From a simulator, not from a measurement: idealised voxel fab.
process module | voxel ribs on slabs
cross-section cut | 140 nm wide | cells 5 nm
A cross-section is a grid of square cells, given in bands from the top down. A band is one or more rows of cells.
Each band's line starts with the height of the band's top and of its bottom, in nm. Then come its materials from left to right, each with its width in nm. One material with "throughout" fills the band from edge to edge. "air" is empty space.
Height 0 is the level under which the wafer as received is all one material. The lowest band goes on downwards, as in "0 down".
A width such as "30 to 40" changes by the same amount from each row of cells to the next, from the band's top row to its bottom row.
"no change" after a step means that no cell of the cross-section changed.
closed voids: empty space of 8 cells or more with no open way to the top, each as width x height at its distance from the left edge, in nm
after a step's settings: what the simulator itself notes on the step
overlay nm, on a step with a mask: how far to the right of its planned place the mask lay; to the left if negative
plan
1 op RECEIVE | material Si
2 op DIRECTIONAL_DEP | material SiO2 | thk nm 20
3 op DIRECTIONAL_DEP | material polySi | thk nm 25
4 op PATTERN | tone cover | mask id RIB | material resist | width nm 30 | thk nm 15 | overlay nm 0
5 op DIRECTIONAL_ETCH | etch materials polySi | depth nm 10
6 op STRIP | etch materials resist
7 op DIRECTIONAL_DEP | material aC | thk nm 15
8 op PATTERN | tone cover | mask id SLAB | material resist | width nm 90 | thk nm 30 | overlay nm 0
9 op DIRECTIONAL_ETCH | etch materials aC | depth nm 15
10 op STRIP | etch materials resist
11 op DIRECTIONAL_ETCH | etch materials polySi | depth nm 15
12 op STRIP | etch materials aC
13 op FILL_DEP | material SiO2 | thk nm 25
14 op CMP | height nm 60
15 op DIRECTIONAL_DEP | material W | thk nm 10
16 op MASKED_ETCH | tone cover | mask id HEATER | width nm 40 | etch materials W | depth nm 10 | overlay nm 0
17 op CONFORMAL_DEP | material SiN | thk nm 10
as received, after step 1
  0 down: Si throughout
  closed voids: none
a wafer at the end: this start, this plan, one mistake
  80 to 70: air 40 | SiN 60 | air 40
  70 to 60: SiN 50 | W 40 | SiN 50
  60 to 35: SiO2 throughout
  35 to 30: polySi 25 | SiO2 90 | polySi 25
  30 to 20: polySi 25 | SiO2 30 | polySi 30 | SiO2 30 | polySi 25
  20 to 0: SiO2 throughout
  0 down: Si throughout
  closed voids: none
what went wrong: step 8 ran as: op PATTERN | tone open | mask id SLAB | material resist | width nm 90 | thk nm 30 | overlay nm 0
